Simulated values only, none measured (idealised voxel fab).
This section sets out a process module, namely voxel self aligned contacts.
We display cut, a cross-section 280 nm in width whose square cells are each 5 nm.
This document writes a cross-section as a grid whose cells are square, and gives it as bands, listed from the top down; one or more rows of cells form a band.
This entry defines a band. It first specifies the height of the band's top and the height of its bottom in nm, and then specifies the band's materials from left to right, stating each material with its width in nm. The word "all across" identifies a single material that fills the band from edge to edge, while the word "air" identifies empty space.
Heights are reckoned from 0. Under this level, the received wafer is all of one material. The bottommost band is open-ended downward, for example "top 0, no bottom".
Top row gets the first number, bottom row gets the second, and each row in between changes by the same step: that is how a band width like "30..40" works.
It should be understood that the words "no change", when stated for a given step, signify that the cross-section underwent no change in any of its cells during that step.
Empty spaces without an open route to the top, at least 8 cells in extent, make up the entry "Enclosed internal cavities"; each is given as width x height at distance, where the distance is measured from the left edge, and all are in nm.
On each step's line, the part that comes after the settings is the simulator's own comment on the step.
The "overlay nm" setting may appear on a step's line; for a step that uses a mask, it gives how far to the right of its planned position the mask lay, and a negative value indicates the left.

PLAN
1. RECEIVE, material Si
2. CONFORMAL_DEP, material SiO2, thk nm 5
3. DIRECTIONAL_DEP, material polySi, thk nm 30
4. DIRECTIONAL_DEP, material SiN, thk nm 15
5. MASKED_ETCH, tone cover, mask id GATE, width nm 25, pitch nm 60, etch materials SiN, depth nm 15, overlay nm 0
6. MASKED_ETCH, tone cover, mask id GATE, width nm 25, pitch nm 60, etch materials polySi, depth nm 30, overlay nm 0
7. CONFORMAL_DEP, material SiN, thk nm 5
8. DIRECTIONAL_ETCH, etch materials SiN, depth nm 5
9. FILL_DEP, material SiO2, thk nm 20
10. CMP, height nm 60
11. PATTERN, tone open, mask id CONTACT, material resist, width nm 45, thk nm 15, overlay nm 0
12. DIRECTIONAL_ETCH, etch materials SiO2, depth nm 60
13. STRIP, etch materials resist
14. CONFORMAL_DEP, material TiN, thk nm 5
15. FILL_DEP, material Ru, thk nm 5
16. CMP, height nm 60
17. CONFORMAL_DEP, material SiN, thk nm 5

THIS IS THE CROSS-SECTION OF THE WAFER AS WE RECEIVED IT, I.E. AFTER STEP 1
	top 0, no bottom = Si all across
	Enclosed internal cavities: none

A WAFER AT THE END: THIS START, THIS PLAN, ONE MISTAKE
	top 65, bottom 60 = SiN all across
	top 60, bottom 50 = 120..130 nm SiO2, then 35..15 nm Ru, then 125..135 nm SiO2
	top 50, bottom 35 = 90 nm SiO2, then 35 nm SiN, then 5 nm SiO2, then 15 nm Ru, then 5 nm SiO2, then 35 nm SiN, then 95 nm SiO2
	top 35, bottom 5 = 90 nm SiO2, then 5 nm SiN, then 25 nm polySi, then 5 nm SiN, then 5 nm SiO2, then 15 nm Ru, then 5 nm SiO2, then 5 nm SiN, then 25 nm polySi, then 5 nm SiN, then 95 nm SiO2
	top 5, bottom 0 = SiO2 all across
	top 0, no bottom = Si all across
	Enclosed internal cavities: none
Here's what went sideways: step 14 was not run as planned; what actually ran was CONFORMAL_DEP, material SiO2, thk nm 5
